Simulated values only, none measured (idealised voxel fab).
Process module under the name voxel wiring stack
The cross-section shown here is cut; it is 225 nm wide and divided into square cells measuring 5 nm on a side.
For the purposes of this document, a cross-section shall be understood as a grid of square cells, specified as bands listed in top-to-bottom order, each band consisting of one or more rows of cells. Top height, bottom height, nm. Materials left to right, width each, nm. Single material + "everywhere" = fills band edge to edge. "air" = empty. All heights in this document are referenced to 0, defined as the level beneath which the wafer, as received, consists entirely of one material. The lowest band is not bounded below; it extends indefinitely downward and is written in the form "0 and below". A width such as "30->40" changes by the same amount from each row of cells to the next, from the band's top row to its bottom row. "everything unchanged" for a step: no cell of the cross-section changed in that step. The label "Encapsulated voids" introduces a list of the empty spaces, 8 cells or larger, that have no open way up to the top; each entry in it reads width x height at distance, where the distance is taken from the left edge and all three are stated in nm. Where a step's line continues beyond its settings, the continuation is a remark by the simulator itself on that step. overlay nm: for a step with a mask, the amount by which the mask lay right of where it was planned; a negative amount means left of it.
# These are the steps we planned for the process
1,RECEIVE | material Si
2,CONFORMAL_DEP | material SiO2 | thk nm 15
3,CONFORMAL_DEP | material SiCN | thk nm 5
4,DIRECTIONAL_DEP | material SiO2 | thk nm 25
5,PATTERN | tone open | mask id METAL_1 | material resist | width nm 25 | pitch nm 45 | thk nm 15 | overlay nm 0
6,DIRECTIONAL_ETCH | etch materials SiO2 | depth nm 25
7,DIRECTIONAL_ETCH | etch materials SiCN | depth nm 5
8,STRIP | etch materials resist
9,CONFORMAL_DEP | material TiN | thk nm 5
10,FILL_DEP | material W | thk nm 5
11,CMP | height nm 45
12,CONFORMAL_DEP | material SiCN | thk nm 5
13,DIRECTIONAL_DEP | material lowk | thk nm 25
14,PATTERN | tone open | mask id METAL_2 | material resist | width nm 25 | pitch nm 45 | thk nm 15 | overlay nm 0
15,DIRECTIONAL_ETCH | etch materials lowk | depth nm 15
16,STRIP | etch materials resist
17,PATTERN | tone open | mask id METAL_2_HOLES | material resist | width nm 15 | pitch nm 45 | thk nm 15 | overlay nm 0
18,DIRECTIONAL_ETCH | etch materials lowk | depth nm 10
19,DIRECTIONAL_ETCH | etch materials SiCN | depth nm 5
20,STRIP | etch materials resist
21,CONFORMAL_DEP | material TiN | thk nm 5
22,FILL_DEP | material Cu | thk nm 5
23,CMP | height nm 75
24,CONFORMAL_DEP | material SiCN | thk nm 5
25,DIRECTIONAL_DEP | material SiO2 | thk nm 15
26,PATTERN | tone open | mask id PLUG_2 | material resist | width nm 15 | pitch nm 90 | thk nm 15 | overlay nm 0
27,DIRECTIONAL_ETCH | etch materials SiO2 | depth nm 15
28,DIRECTIONAL_ETCH | etch materials SiCN | depth nm 5
29,STRIP | etch materials resist
30,CONFORMAL_DEP | material TiN | thk nm 5
31,FILL_DEP | material Cu | thk nm 5
32,CMP | height nm 95
33,DIRECTIONAL_DEP | material TiN | thk nm 5
34,DIRECTIONAL_DEP | material W | thk nm 20
35,DIRECTIONAL_DEP | material aC | thk nm 10
36,PATTERN | tone cover | mask id METAL_3 | material resist | width nm 25 | pitch nm 45 | thk nm 25 | overlay nm 0
37,DIRECTIONAL_ETCH | etch materials aC | depth nm 10
38,STRIP | etch materials resist
39,DIRECTIONAL_ETCH | etch materials W | depth nm 20
40,DIRECTIONAL_ETCH | etch materials TiN | depth nm 5
41,STRIP | etch materials aC
42,CONFORMAL_DEP | material SiCN | thk nm 5
43,FILL_DEP | material SiO2 | thk nm 10
44,CMP | height nm 120
45,CONFORMAL_DEP | material SiCN | thk nm 5
46,DIRECTIONAL_DEP | material lowk | thk nm 25
47,PATTERN | tone open | mask id METAL_4 | material resist | width nm 25 | pitch nm 45 | thk nm 15 | overlay nm 0
48,DIRECTIONAL_ETCH | etch materials lowk | depth nm 15
49,STRIP | etch materials resist
50,DIRECTIONAL_DEP | material aC | thk nm 10
51,PATTERN | tone open | mask id METAL_4_HOLES | material resist | width nm 15 | pitch nm 45 | thk nm 30 | overlay nm 0
52,DIRECTIONAL_ETCH | etch materials aC | depth nm 10
53,STRIP | etch materials resist
54,DIRECTIONAL_ETCH | etch materials lowk | depth nm 10
55,DIRECTIONAL_ETCH | etch materials SiCN | depth nm 5
56,STRIP | etch materials aC
57,CONFORMAL_DEP | material TiN | thk nm 5
58,FILL_DEP | material Ru | thk nm 10
59,CMP | height nm 150
60,CONFORMAL_DEP | material SiCN | thk nm 5
# Here's what the wafer looked like in cross-section when it arrived - that's after step 1
    0 and below | Si everywhere
    Encapsulated voids: none
# What the wafer looks like in cross-section after this module, when it starts as shown above and follows the plan above but one mistake is made in running it
    155 down to 150 | SiCN everywhere
    150 down to 140 | 30 nm lowk | 5 nm TiN | 15 nm Ru | 5 nm TiN | 20 nm lowk | 5 nm TiN | 15 nm Ru | 5 nm TiN | 20 nm lowk | 5 nm TiN | 15 nm Ru | 5 nm TiN | 20 nm lowk | 5 nm TiN | 15 nm Ru | 5 nm TiN | 35 nm lowk
    140 down to 135 | 30 nm lowk | 5 nm TiN | 5 nm Ru | 15 nm TiN | 20 nm lowk | 5 nm TiN | 5 nm Ru | 15 nm TiN | 20 nm lowk | 5 nm TiN | 5 nm Ru | 15 nm TiN | 20 nm lowk | 5 nm TiN | 5 nm Ru | 15 nm TiN | 35 nm lowk
    135 down to 125 | 30 nm lowk | 5 nm TiN | 5 nm Ru | 5 nm TiN | 30 nm lowk | 5 nm TiN | 5 nm Ru | 5 nm TiN | 30 nm lowk | 5 nm TiN | 5 nm Ru | 5 nm TiN | 30 nm lowk | 5 nm TiN | 5 nm Ru | 5 nm TiN | 45 nm lowk
    125 down to 120 | 30 nm SiCN | 15 nm TiN | 30 nm SiCN | 15 nm TiN | 30 nm SiCN | 15 nm TiN | 30 nm SiCN | 15 nm TiN | 45 nm SiCN
    120 down to 115 | SiO2 everywhere
    115 down to 110 | 25 nm SiO2 | 35 nm SiCN | 10 nm SiO2 | 35 nm SiCN | 10 nm SiO2 | 35 nm SiCN | 10 nm SiO2 | 35 nm SiCN | 30 nm SiO2
    110 down to 100 | 25 nm SiO2 | 5 nm SiCN | 25 nm W | 5 nm SiCN | 10 nm SiO2 | 5 nm SiCN | 25 nm W | 5 nm SiCN | 10 nm SiO2 | 5 nm SiCN | 25 nm W | 5 nm SiCN | 10 nm SiO2 | 5 nm SiCN | 25 nm W | 5 nm SiCN | 30 nm SiO2
    100 down to 95 | 30 nm SiCN | 25 nm TiN | 20 nm SiCN | 25 nm TiN | 20 nm SiCN | 25 nm TiN | 20 nm SiCN | 25 nm TiN | 35 nm SiCN
    95 down to 80 | 30 nm SiO2 | 5 nm TiN | 5 nm Cu | 5 nm TiN | 75 nm SiO2 | 5 nm TiN | 5 nm Cu | 5 nm TiN | 90 nm SiO2
    80 down to 75 | 30 nm SiCN | 15 nm TiN | 75 nm SiCN | 15 nm TiN | 90 nm SiCN
    75 down to 65 | 30 nm lowk | 5 nm TiN | 15 nm Cu | 5 nm TiN | 20 nm lowk | 5 nm TiN | 15 nm Cu | 5 nm TiN | 20 nm lowk | 5 nm TiN | 15 nm Cu | 5 nm TiN | 20 nm lowk | 5 nm TiN | 15 nm Cu | 5 nm TiN | 35 nm lowk
    65 down to 60 | 30 nm lowk | 5 nm TiN | 5 nm Cu | 15 nm TiN | 20 nm lowk | 5 nm TiN | 5 nm Cu | 15 nm TiN | 20 nm lowk | 5 nm TiN | 5 nm Cu | 15 nm TiN | 20 nm lowk | 5 nm TiN | 5 nm Cu | 15 nm TiN | 35 nm lowk
    60 down to 50 | 30 nm lowk | 5 nm TiN | 5 nm Cu | 5 nm TiN | 30 nm lowk | 5 nm TiN | 5 nm Cu | 5 nm TiN | 30 nm lowk | 5 nm TiN | 5 nm Cu | 5 nm TiN | 30 nm lowk | 5 nm TiN | 5 nm Cu | 5 nm TiN | 45 nm lowk
    50 down to 45 | 30 nm SiCN | 15 nm TiN | 30 nm SiCN | 15 nm TiN | 30 nm SiCN | 15 nm TiN | 30 nm SiCN | 15 nm TiN | 45 nm SiCN
    45 down to 20 | 30 nm SiO2 | 5 nm TiN | 15 nm W | 5 nm TiN | 20 nm SiO2 | 5 nm TiN | 15 nm W | 5 nm TiN | 20 nm SiO2 | 5 nm TiN | 15 nm W | 5 nm TiN | 20 nm SiO2 | 5 nm TiN | 15 nm W | 5 nm TiN | 35 nm SiO2
    20 down to 15 | 30 nm SiCN | 25 nm TiN | 20 nm SiCN | 25 nm TiN | 20 nm SiCN | 25 nm TiN | 20 nm SiCN | 25 nm TiN | 35 nm SiCN
    15 down to 0 | SiO2 everywhere
    0 and below | Si everywhere
    Encapsulated voids: none
Deviation from plan: step 34 was not run as planned; what actually ran was DIRECTIONAL_DEP | material W | thk nm 10
